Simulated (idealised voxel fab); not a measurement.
process module | voxel self aligned contacts
Section cut is 185 nm wide and gridded with 5 nm square cells.
When this document writes out a cross-section, it uses a grid of square cells and lists it as bands, beginning at the top and moving down, with a band standing for one or more rows of cells. A band entry consists of two parts. The first gives the height of the band's top and the height of its bottom, in nm. The rest lists the band's materials from left to right, each with its width in nm. A single material labelled with the word "throughout" fills the band from edge to edge, and the word "empty" marks empty space. Beneath 0, the wafer as received is one material, and that level is where height counting begins. The lowest band goes on downward without a bottom; it is written like "0 and below". The width entry "30 to 40" should be interpreted row by row: the top row of cells in the band takes the first number, the bottom row takes the second number, and the change between adjacent rows is uniform throughout. A step reported as "all unchanged" is a step in which no cell of the cross-section changed. You'll see "Enclosed void list" listing empty spaces that have no way open to the top, as long as they're 8 cells or more; the notation is width x height at distance, where the distance is from the left edge, and all of it is in nm. Note: text after step settings on the step line = simulator remark on that step. overlay nm: mask offset rightward from planned place, masked step; negative means leftward offset.

Process steps - plan:
step 1: RECEIVE [material Si]
step 2: CONFORMAL_DEP [material SiO2] [thk nm 5]
step 3: DIRECTIONAL_DEP [material polySi] [thk nm 30]
step 4: DIRECTIONAL_DEP [material SiN] [thk nm 20]
step 5: PATTERN [tone cover] [mask id GATE] [material resist] [width nm 25] [pitch nm 60] [thk nm 20] [overlay nm 0]
step 6: DIRECTIONAL_ETCH [etch materials SiN] [depth nm 20]
step 7: DIRECTIONAL_ETCH [etch materials polySi] [depth nm 30]
step 8: STRIP [etch materials resist]
step 9: CONFORMAL_DEP [material SiN] [thk nm 10]
step 10: DIRECTIONAL_ETCH [etch materials SiN] [depth nm 10]
step 11: FILL_DEP [material SiO2] [thk nm 20]
step 12: CMP [height nm 65]
step 13: PATTERN [tone open] [mask id CONTACT] [material resist] [width nm 45] [thk nm 15] [overlay nm 0]
step 14: DIRECTIONAL_ETCH [etch materials SiO2] [depth nm 65]
step 15: STRIP [etch materials resist]
step 16: CONFORMAL_DEP [material TiN] [thk nm 5]
step 17: FILL_DEP [material W] [thk nm 5]
step 18: CMP [height nm 65]
step 19: CONFORMAL_DEP [material SiCN] [thk nm 5]

Cross-section of the wafer upon arrival, representing the state reached after step 1:
0 and below: Si throughout
Enclosed void list: none

Module complete, cross-section. Starting point and plan per above. One mistake made in running the module:
70 down to 65: SiCN throughout
65 down to 55: 75 of SiO2 / 5 to 15 of TiN / 25 to 5 of W / 5 to 15 of TiN / 75 of SiO2
55 down to 35: 40 of SiO2 / 45 of SiN / 5 of TiN / 5 of W / 5 of TiN / 45 of SiN / 40 of SiO2
35 down to 5: 40 of SiO2 / 10 of SiN / 25 of polySi / 10 of SiN / 5 of TiN / 5 of W / 5 of TiN / 10 of SiN / 25 of polySi / 10 of SiN / 40 of SiO2
5 down to 0: 85 of SiO2 / 15 of TiN / 85 of SiO2
0 and below: Si throughout
Enclosed void list: none
Deviation from plan: step 13 ran differently from the plan; actual operation with settings: PATTERN [tone open] [mask id CONTACT] [material resist] [width nm 35] [thk nm 15] [overlay nm 0]
